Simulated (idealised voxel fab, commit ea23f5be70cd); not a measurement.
Process module, titled voxel wiring stack
The width of the displayed cross-section, cut, is 275 nm; its cells are square, with a size of 5 nm.
Notation: cross-section as square-cell grid; stated in bands, top first, going down; one or more cell rows per band. Look at the band entry: it leads with the top's height and the bottom's height in nm. Then it lists the materials left to right, with a width in nm for each. The word "everywhere" on a single material says that material fills the band edge to edge. The word "blank" is empty space. Basically, 0 is our baseline, since under it the wafer straight out of the box is all one material. The bottom band has no lower end and keeps on going down, so it looks like "0 and below". Width: "30->40" (first number = top row, second number = bottom row, same change from row to row of cells). For the purposes of this document, the phrase "nothing different" attached to a step denotes that no cell within the cross-section was modified by that step. Entry "Fully sealed cavities". Content: empty spaces with no open connection to the top, size 8 cells or greater. Each: width x height at distance. Distance: from left edge. Unit: nm. Post-settings text on a step line: simulator's own remark regarding the step. Each step line may optionally specify "overlay nm", which for a step with a mask gives the rightward distance between the mask's planned place and where it lay, a negative value indicating the leftward direction.
The process steps that were planned are listed below:
step 1: RECEIVE, material Si
step 2: CONFORMAL_DEP, material SiO2, thk nm 15
step 3: DIRECTIONAL_DEP, material TiN, thk nm 5
step 4: DIRECTIONAL_DEP, material W, thk nm 25
step 5: DIRECTIONAL_DEP, material aC, thk nm 10
step 6: PATTERN, tone cover, mask id METAL_1, material resist, width nm 25, pitch nm 55, thk nm 30, overlay nm 0
step 7: DIRECTIONAL_ETCH, etch materials aC, depth nm 10
step 8: STRIP, etch materials resist
step 9: DIRECTIONAL_ETCH, etch materials W, depth nm 25
step 10: DIRECTIONAL_ETCH, etch materials TiN, depth nm 5
step 11: STRIP, etch materials aC
step 12: FILL_DEP, material SiO2, thk nm 5
step 13: CMP, height nm 45
step 14: CONFORMAL_DEP, material SiCN, thk nm 5
step 15: DIRECTIONAL_DEP, material SiO2, thk nm 15
step 16: DIRECTIONAL_DEP, material aC, thk nm 15
step 17: PATTERN, tone open, mask id PLUG_1, material resist, width nm 15, pitch nm 110, thk nm 35, overlay nm 0
step 18: DIRECTIONAL_ETCH, etch materials aC, depth nm 15
step 19: STRIP, etch materials resist
step 20: DIRECTIONAL_ETCH, etch materials SiO2, depth nm 15
step 21: DIRECTIONAL_ETCH, etch materials SiCN, depth nm 5
step 22: STRIP, etch materials aC
step 23: CONFORMAL_DEP, material TiN, thk nm 5
step 24: FILL_DEP, material Cu, thk nm 10
step 25: CMP, height nm 65
step 26: DIRECTIONAL_DEP, material TiN, thk nm 5
step 27: DIRECTIONAL_DEP, material W, thk nm 15
step 28: PATTERN, tone cover, mask id METAL_2, material resist, width nm 25, pitch nm 55, thk nm 20, overlay nm 0
step 29: DIRECTIONAL_ETCH, etch materials W, depth nm 15
step 30: DIRECTIONAL_ETCH, etch materials TiN, depth nm 5
step 31: STRIP, etch materials resist
step 32: CONFORMAL_DEP, material SiCN, thk nm 5
step 33: FILL_DEP, material SiO2, thk nm 10
step 34: CMP, height nm 85
step 35: CONFORMAL_DEP, material SiCN, thk nm 5
step 36: DIRECTIONAL_DEP, material SiO2, thk nm 25
step 37: PATTERN, tone open, mask id METAL_3, material resist, width nm 25, pitch nm 55, thk nm 20, overlay nm 0
step 38: DIRECTIONAL_ETCH, etch materials SiO2, depth nm 15
step 39: STRIP, etch materials resist
step 40: PATTERN, tone open, mask id METAL_3_HOLES, material resist, width nm 15, pitch nm 55, thk nm 20, overlay nm 0
step 41: DIRECTIONAL_ETCH, etch materials SiO2, depth nm 10
step 42: DIRECTIONAL_ETCH, etch materials SiCN, depth nm 5
step 43: STRIP, etch materials resist
step 44: CONFORMAL_DEP, material TiN, thk nm 5
step 45: FILL_DEP, material Ru, thk nm 5
step 46: CMP, height nm 115
step 47: CONFORMAL_DEP, material SiCN, thk nm 5
step 48: DIRECTIONAL_DEP, material lowk, thk nm 30
step 49: DIRECTIONAL_DEP, material aC, thk nm 15
step 50: PATTERN, tone open, mask id METAL_4, material resist, width nm 25, pitch nm 55, thk nm 35, overlay nm 0
step 51: DIRECTIONAL_ETCH, etch materials aC, depth nm 15
step 52: STRIP, etch materials resist
step 53: DIRECTIONAL_ETCH, etch materials lowk, depth nm 15
step 54: STRIP, etch materials aC
step 55: DIRECTIONAL_DEP, material aC, thk nm 10
step 56: PATTERN, tone open, mask id METAL_4_HOLES, material resist, width nm 15, pitch nm 55, thk nm 25, overlay nm 0
step 57: DIRECTIONAL_ETCH, etch materials aC, depth nm 10
step 58: STRIP, etch materials resist
step 59: DIRECTIONAL_ETCH, etch materials lowk, depth nm 15
step 60: DIRECTIONAL_ETCH, etch materials SiCN, depth nm 5
step 61: STRIP, etch materials aC
step 62: CONFORMAL_DEP, material TiN, thk nm 5
step 63: FILL_DEP, material Cu, thk nm 10
step 64: CMP, height nm 150
step 65: CONFORMAL_DEP, material SiN, thk nm 5
As received, after step 1:
* 0 and below  Si everywhere
* Fully sealed cavities: none
Starting wafer: above. Plan: above. Run: one mistake. Cross-section after the module: below:
* 155 down to 150  SiN everywhere
* 150 down to 140  lowk (40)  TiN (5)  Cu (15)  TiN (5)  lowk (30)  TiN (5)  Cu (15)  TiN (5)  lowk (30)  TiN (5)  Cu (15)  TiN (5)  lowk (30)  TiN (5)  Cu (15)  TiN (5)  lowk (45)
* 140 down to 135  lowk (40)  TiN (5)  Cu (5)  TiN (15)  lowk (30)  TiN (5)  Cu (5)  TiN (15)  lowk (30)  TiN (5)  Cu (5)  TiN (15)  lowk (30)  TiN (5)  Cu (5)  TiN (15)  lowk (45)
* 135 down to 120  lowk (40)  TiN (5)  Cu (5)  TiN (5)  lowk (40)  TiN (5)  Cu (5)  TiN (5)  lowk (40)  TiN (5)  Cu (5)  TiN (5)  lowk (40)  TiN (5)  Cu (5)  TiN (5)  lowk (55)
* 120 down to 115  SiCN (40)  TiN (15)  SiCN (40)  TiN (15)  SiCN (40)  TiN (15)  SiCN (40)  TiN (15)  SiCN (55)
* 115 down to 110  Ru everywhere
* 110 down to 105  TiN (45)  Ru (15)  TiN (40)  Ru (15)  TiN (40)  Ru (15)  TiN (40)  Ru (15)  TiN (50)
* 105 down to 100  SiO2 (40)  TiN (25)  SiO2 (30)  TiN (25)  SiO2 (30)  TiN (25)  SiO2 (30)  TiN (25)  SiO2 (45)
* 100 down to 90  SiO2 (55)  TiN (10)  SiO2 (45)  TiN (10)  SiO2 (45)  TiN (10)  SiO2 (45)  TiN (10)  SiO2 (45)
* 90 down to 85  SiCN (55)  TiN (10)  SiCN (45)  TiN (10)  SiCN (45)  TiN (10)  SiCN (45)  TiN (10)  SiCN (45)
* 85 down to 70  SiO2 (35)  SiCN (5)  W (25)  SiCN (5)  SiO2 (20)  SiCN (5)  W (25)  SiCN (5)  SiO2 (20)  SiCN (5)  W (25)  SiCN (5)  SiO2 (20)  SiCN (5)  W (25)  SiCN (5)  SiO2 (40)
* 70 down to 65  SiCN (40)  TiN (25)  SiCN (30)  TiN (25)  SiCN (30)  TiN (25)  SiCN (30)  TiN (25)  SiCN (45)
* 65 down to 50  SiO2 (40)  TiN (5)  Cu (5)  TiN (5)  SiO2 (95)  TiN (5)  Cu (5)  TiN (5)  SiO2 (110)
* 50 down to 45  SiCN (40)  TiN (15)  SiCN (95)  TiN (15)  SiCN (110)
* 45 down to 20  SiO2 (40)  W (25)  SiO2 (30)  W (25)  SiO2 (30)  W (25)  SiO2 (30)  W (25)  SiO2 (45)
* 20 down to 15  SiO2 (40)  TiN (25)  SiO2 (30)  TiN (25)  SiO2 (30)  TiN (25)  SiO2 (30)  TiN (25)  SiO2 (45)
* 15 down to 0  SiO2 everywhere
* 0 and below  Si everywhere
* Fully sealed cavities: none
Error vs. plan: step 40 off recipe, ran as PATTERN, tone cover, mask id METAL_3_HOLES, material resist, width nm 15, pitch nm 55, thk nm 20, overlay nm 0
